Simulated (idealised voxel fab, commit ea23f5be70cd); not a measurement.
The following is a process module called voxel self aligned vias.
Section shown: cut. Width: 215 nm. Cell size: 5 nm, square.
Cross-section layout: square cells on a grid; listed as bands, top to bottom; a band spans one or more cell rows. Band entry format. Leading values: height of top, height of bottom, nm. Remainder: materials in left-to-right order, each with its width in nm. Special words: "full width" on a single material, which then fills the band edge to edge; "empty", empty space. Convention: height 0 is the level below which the wafer, as received, is all one material. The lowest band does not terminate at the bottom but continues downward, represented as "0 nm and below". The two numbers in a width such as "30 to 40" mark its ends across the band: the first belongs to the top row of cells, the second to the bottom row, and from each row to the next the width moves by the same amount. Key: "same as before" - step with no changed cell in the cross-section. Fully enclosed voids: empty space of 8 cells or more with no open way to the top, each as width x height at its distance from the left edge, in nm. Heads up: the bit after the settings on a step's line is the simulator's remark on that step. On any step carrying a mask, the "overlay nm" setting, if present on the step's line, tells how far right of its planned place the mask lay; negative values point to the left.

## Planned process steps
1 RECEIVE (material Si)
2 CONFORMAL_DEP (material SiO2; thk nm 10)
3 CONFORMAL_DEP (material SiCN; thk nm 5)
4 DIRECTIONAL_DEP (material lowk; thk nm 20)
5 DIRECTIONAL_DEP (material aC; thk nm 15)
6 PATTERN (tone open; mask id LINES; material resist; width nm 30; pitch nm 75; thk nm 35; overlay nm 0)
7 DIRECTIONAL_ETCH (etch materials aC; depth nm 15)
8 STRIP (etch materials resist)
9 DIRECTIONAL_ETCH (etch materials lowk; depth nm 20)
10 STRIP (etch materials aC)
11 CONFORMAL_DEP (material TiN; thk nm 5)
12 FILL_DEP (material Ru; thk nm 10)
13 CMP (height nm 35)
14 SELECTIVE_ETCH (etch materials W Ru TiN; depth nm 5)
15 FILL_DEP (material SiN; thk nm 5)
16 CMP (height nm 35)
17 DIRECTIONAL_DEP (material lowk; thk nm 15)
18 DIRECTIONAL_DEP (material aC; thk nm 15)
19 PATTERN (tone open; mask id VIAS; material resist; width nm 50; pitch nm 75; thk nm 30; overlay nm -15)
20 DIRECTIONAL_ETCH (etch materials aC; depth nm 15)
21 STRIP (etch materials resist)
22 DIRECTIONAL_ETCH (etch materials lowk; depth nm 15)
23 DIRECTIONAL_ETCH (etch materials SiN; depth nm 5)
24 STRIP (etch materials aC)
25 CONFORMAL_DEP (material TiN; thk nm 5)
26 FILL_DEP (material Ru; thk nm 5)
27 CMP (height nm 50)
28 CONFORMAL_DEP (material SiCN; thk nm 5)
The overlay nm used in step 19 is not the same on every wafer, whereas the starting condition is; the value printed in the plan is the first wafer's.

## The first of several wafers in cross-section, exactly as it reached us after step 1
0 nm and below | Si full width
Fully enclosed voids: none

## Module finished, last step 28 done: cross-section of the first of several wafers
55 nm to 50 nm | SiCN full width
50 nm to 40 nm | lowk=30 | TiN=5 | Ru=40 | TiN=5 | lowk=25 | TiN=5 | Ru=40 | TiN=5 | lowk=60
40 nm to 35 nm | lowk=30 | TiN=30 | Ru=15 | TiN=5 | lowk=25 | TiN=30 | Ru=15 | TiN=5 | lowk=60
35 nm to 30 nm | lowk=55 | TiN=25 | SiN=5 | lowk=45 | TiN=25 | SiN=5 | lowk=55
30 nm to 20 nm | lowk=55 | TiN=5 | Ru=20 | TiN=5 | lowk=45 | TiN=5 | Ru=20 | TiN=5 | lowk=55
20 nm to 15 nm | lowk=55 | TiN=30 | lowk=45 | TiN=30 | lowk=55
15 nm to 10 nm | SiCN full width
10 nm to 0 nm | SiO2 full width
0 nm and below | Si full width
Fully enclosed voids: none

## Last wafer, end of module, cross-section
55 nm to 50 nm | SiCN full width
50 nm to 40 nm | lowk=60 | TiN=5 | Ru=40 | TiN=5 | lowk=25 | TiN=5 | Ru=40 | TiN=5 | lowk=30
40 nm to 35 nm | lowk=60 | TiN=5 | Ru=15 | TiN=30 | lowk=25 | TiN=5 | Ru=15 | TiN=30 | lowk=30
35 nm to 30 nm | lowk=55 | SiN=5 | TiN=25 | lowk=45 | SiN=5 | TiN=25 | lowk=55
30 nm to 20 nm | lowk=55 | TiN=5 | Ru=20 | TiN=5 | lowk=45 | TiN=5 | Ru=20 | TiN=5 | lowk=55
20 nm to 15 nm | lowk=55 | TiN=30 | lowk=45 | TiN=30 | lowk=55
15 nm to 10 nm | SiCN full width
10 nm to 0 nm | SiO2 full width
0 nm and below | Si full width
Fully enclosed voids: none

## Each row below is a wafer at the end of the module, listing for every material the number of cells it has gained (+) or lost (-) since it was received, followed by its closed voids
overlay nm -15, +54 Ru, +86 SiCN, +2 SiN, +86 SiO2, +52 TiN, +193 lowk, Fully enclosed voids: none
overlay nm -10, +56 Ru, +86 SiCN, +86 SiO2, +52 TiN, +193 lowk, Fully enclosed voids: none
overlay nm -5, +56 Ru, +86 SiCN, +86 SiO2, +52 TiN, +193 lowk, Fully enclosed voids: none
overlay nm 0, +56 Ru, +86 SiCN, +86 SiO2, +52 TiN, +193 lowk, Fully enclosed voids: none
overlay nm 5, +56 Ru, +86 SiCN, +86 SiO2, +52 TiN, +193 lowk, Fully enclosed voids: none
overlay nm 10, +56 Ru, +86 SiCN, +86 SiO2, +52 TiN, +193 lowk, Fully enclosed voids: none
overlay nm 15, +54 Ru, +86 SiCN, +2 SiN, +86 SiO2, +52 TiN, +193 lowk, Fully enclosed voids: none
